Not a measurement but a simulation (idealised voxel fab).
Process module name: voxel released beams
The width of the displayed cross-section, cut, is 205 nm; its cells are square, with a size of 5 nm.
How to read a cross-section here: the picture is a grid of square cells, written as bands going from the top down, and any band can span one or more rows of cells.
Look at the band entry: it leads with the top's height and the bottom's height in nm. Then it lists the materials left to right, with a width in nm for each. The word "edge to edge" on a single material says that material fills the band edge to edge. The word "empty" is empty space.
Height reference: 0 = level under which incoming wafer is all one material. Lowest band: no bottom, runs on downward, e.g. "z 0 and below".
Per-row width for "30->40": begins at first number (top row of band), ends at second number (bottom row), increment between rows held constant.
"no alteration" after a step means that no cell of the cross-section changed.
"Unvented cavities" enumerates empty spaces isolated from the top, with no open way to it, that contain at least 8 cells, giving each as width x height at distance from the left edge, all three in nm.
Where a step's line continues beyond its settings, the continuation is a remark by the simulator itself on that step.
On any step carrying a mask, the "overlay nm" setting, if present on the step's line, tells how far right of its planned place the mask lay; negative values point to the left.
### Steps planned for the process
1) RECEIVE: material Si
2) CONFORMAL_DEP: material Al2O3, thk nm 10
3) DIRECTIONAL_DEP: material SiO2, thk nm 15
4) DIRECTIONAL_DEP: material aC, thk nm 10
5) PATTERN: tone open, mask id ANCHOR, material resist, width nm 30, thk nm 30, overlay nm 0
6) DIRECTIONAL_ETCH: etch materials aC, depth nm 10
7) STRIP: etch materials resist
8) DIRECTIONAL_ETCH: etch materials SiO2, depth nm 15
9) STRIP: etch materials aC
10) CONFORMAL_DEP: material SiN, thk nm 10
11) PATTERN: tone cover, mask id BEAM, material resist, width nm 100, thk nm 20, overlay nm 0
12) DIRECTIONAL_ETCH: etch materials SiN, depth nm 10
13) STRIP: etch materials resist
14) STRIP: etch materials SiO2
### First wafer, two in total, run as planned
### Cross-sectional view of the wafer in its as-received condition, corresponding to the state after step 1
> z 0 and below = Si edge to edge
> Unvented cavities: none
### After step 2, in cross-section
> z 10 to 0 = Al2O3 edge to edge
> Below 0 it's all the same as before, nothing changed down there.
### After step 3, in cross-section
> z 25 to 10 = SiO2 edge to edge
> Below 10 it's all the same as before, nothing changed down there.
### After step 4, in cross-section
> z 35 to 25 = aC edge to edge
> Below 25 it's all the same as before, nothing changed down there.
### After step 5, in cross-section
> z 65 to 35 = 55 of resist, then 30 of empty, then 120 of resist
> Below 35 it's all the same as before, nothing changed down there.
### After step 6, in cross-section
> z 55 to 35 = 55 of resist, then 30 of empty, then 120 of resist
> z 35 to 25 = 55 of aC, then 30 of empty, then 120 of aC
> Below 25 it's all the same as before, nothing changed down there.
### After step 7, in cross-section
> z 35 to 25 = 55 of aC, then 30 of empty, then 120 of aC
> Below 25 it's all the same as before, nothing changed down there.
### After step 8, in cross-section
> z 35 to 25 = 55 of aC, then 30 of empty, then 120 of aC
> z 25 to 10 = 55 of SiO2, then 30 of empty, then 120 of SiO2
> Below 10 it's all the same as before, nothing changed down there.
### After step 9, in cross-section
> z 25 to 10 = 55 of SiO2, then 30 of empty, then 120 of SiO2
> Below 10 it's all the same as before, nothing changed down there.
### After step 10, in cross-section
> z 35 to 25 = 65 of SiN, then 10 of empty, then 130 of SiN
> z 25 to 20 = 55 of SiO2, then 10 of SiN, then 10 of empty, then 10 of SiN, then 120 of SiO2
> z 20 to 10 = 55 of SiO2, then 30 of SiN, then 120 of SiO2
> Below 10 it's all the same as before, nothing changed down there.
### After step 11, in cross-section
> z 55 to 35 = 50 of empty, then 100 of resist, then 55 of empty
> z 35 to 25 = 65 of SiN, then 10 of resist, then 130 of SiN
> z 25 to 20 = 55 of SiO2, then 10 of SiN, then 10 of resist, then 10 of SiN, then 120 of SiO2
> Below 20 it's all the same as before, nothing changed down there.
### After step 12, in cross-section
> z 55 to 35 = 50 of empty, then 100 of resist, then 55 of empty
> z 35 to 25 = 50 of empty, then 15 of SiN, then 10 of resist, then 75 of SiN, then 55 of empty
> Below 25 it's all the same as before, nothing changed down there.
### After step 13, in cross-section
> z 35 to 25 = 50 of empty, then 15 of SiN, then 10 of empty, then 75 of SiN, then 55 of empty
> z 25 to 20 = 55 of SiO2, then 10 of SiN, then 10 of empty, then 10 of SiN, then 120 of SiO2
> Below 20 it's all the same as before, nothing changed down there.
### After step 14, in cross-section
> z 35 to 25 = 50 of empty, then 15 of SiN, then 10 of empty, then 75 of SiN, then 55 of empty
> z 25 to 20 = 55 of empty, then 10 of SiN, then 10 of empty, then 10 of SiN, then 120 of empty
> z 20 to 10 = 55 of empty, then 30 of SiN, then 120 of empty
> Below 10 it's all the same as before, nothing changed down there.
### The second wafer: identical to the first at the outset and in its planned sequence, differing only in that one mistake was made during processing; up to and including step 1, its path is the first wafer's path
Cross-sectional view of the second wafer at the intended end time of process step 2: no alteration
### Cross-sectional view of the second wafer at the intended end time of process step 3
> z 15 to 0 = SiO2 edge to edge
> Below 0 it's all the same as before, nothing changed down there.
### Cross-sectional view of the second wafer at the intended end time of process step 4
> z 25 to 15 = aC edge to edge
> Below 15 it's all the same as before, nothing changed down there.
### Cross-sectional view of the second wafer at the intended end time of process step 5
> z 55 to 25 = 55 of resist, then 30 of empty, then 120 of resist
> Below 25 it's all the same as before, nothing changed down there.
### Cross-sectional view of the second wafer at the intended end time of process step 6
> z 45 to 25 = 55 of resist, then 30 of empty, then 120 of resist
> z 25 to 15 = 55 of aC, then 30 of empty, then 120 of aC
> Below 15 it's all the same as before, nothing changed down there.
### Cross-sectional view of the second wafer at the intended end time of process step 7
> z 25 to 15 = 55 of aC, then 30 of empty, then 120 of aC
> Below 15 it's all the same as before, nothing changed down there.
### Cross-sectional view of the second wafer at the intended end time of process step 8
> z 25 to 15 = 55 of aC, then 30 of empty, then 120 of aC
> z 15 to 0 = 55 of SiO2, then 30 of empty, then 120 of SiO2
> Below 0 it's all the same as before, nothing changed down there.
### Cross-sectional view of the second wafer at the intended end time of process step 9
> z 15 to 0 = 55 of SiO2, then 30 of empty, then 120 of SiO2
> Below 0 it's all the same as before, nothing changed down there.
### Cross-sectional view of the second wafer at the intended end time of process step 10
> z 25 to 15 = 65 of SiN, then 10 of empty, then 130 of SiN
> z 15 to 10 = 55 of SiO2, then 10 of SiN, then 10 of empty, then 10 of SiN, then 120 of SiO2
> z 10 to 0 = 55 of SiO2, then 30 of SiN, then 120 of SiO2
> Below 0 it's all the same as before, nothing changed down there.
### Cross-sectional view of the second wafer at the intended end time of process step 11
> z 45 to 25 = 50 of empty, then 100 of resist, then 55 of empty
> z 25 to 15 = 65 of SiN, then 10 of resist, then 130 of SiN
> z 15 to 10 = 55 of SiO2, then 10 of SiN, then 10 of resist, then 10 of SiN, then 120 of SiO2
> Below 10 it's all the same as before, nothing changed down there.
### Cross-sectional view of the second wafer at the intended end time of process step 12
> z 45 to 25 = 50 of empty, then 100 of resist, then 55 of empty
> z 25 to 15 = 50 of empty, then 15 of SiN, then 10 of resist, then 75 of SiN, then 55 of empty
> Below 15 it's all the same as before, nothing changed down there.
### Cross-sectional view of the second wafer at the intended end time of process step 13
> z 25 to 15 = 50 of empty, then 15 of SiN, then 10 of empty, then 75 of SiN, then 55 of empty
> z 15 to 10 = 55 of SiO2, then 10 of SiN, then 10 of empty, then 10 of SiN, then 120 of SiO2
> Below 10 it's all the same as before, nothing changed down there.
### Cross-sectional view of the second wafer at the intended end time of process step 14
> z 25 to 15 = 50 of empty, then 15 of SiN, then 10 of empty, then 75 of SiN, then 55 of empty
> z 15 to 10 = 55 of empty, then 10 of SiN, then 10 of empty, then 10 of SiN, then 120 of empty
> z 10 to 0 = 55 of empty, then 30 of SiN, then 120 of empty
> Below 0 it's all the same as before, nothing changed down there.
Short version of what went wrong: step 2 of the plan got skipped, so it never ran
Count the cells at the end and the second wafer has more or fewer of some materials than the first: Al2O3 -82
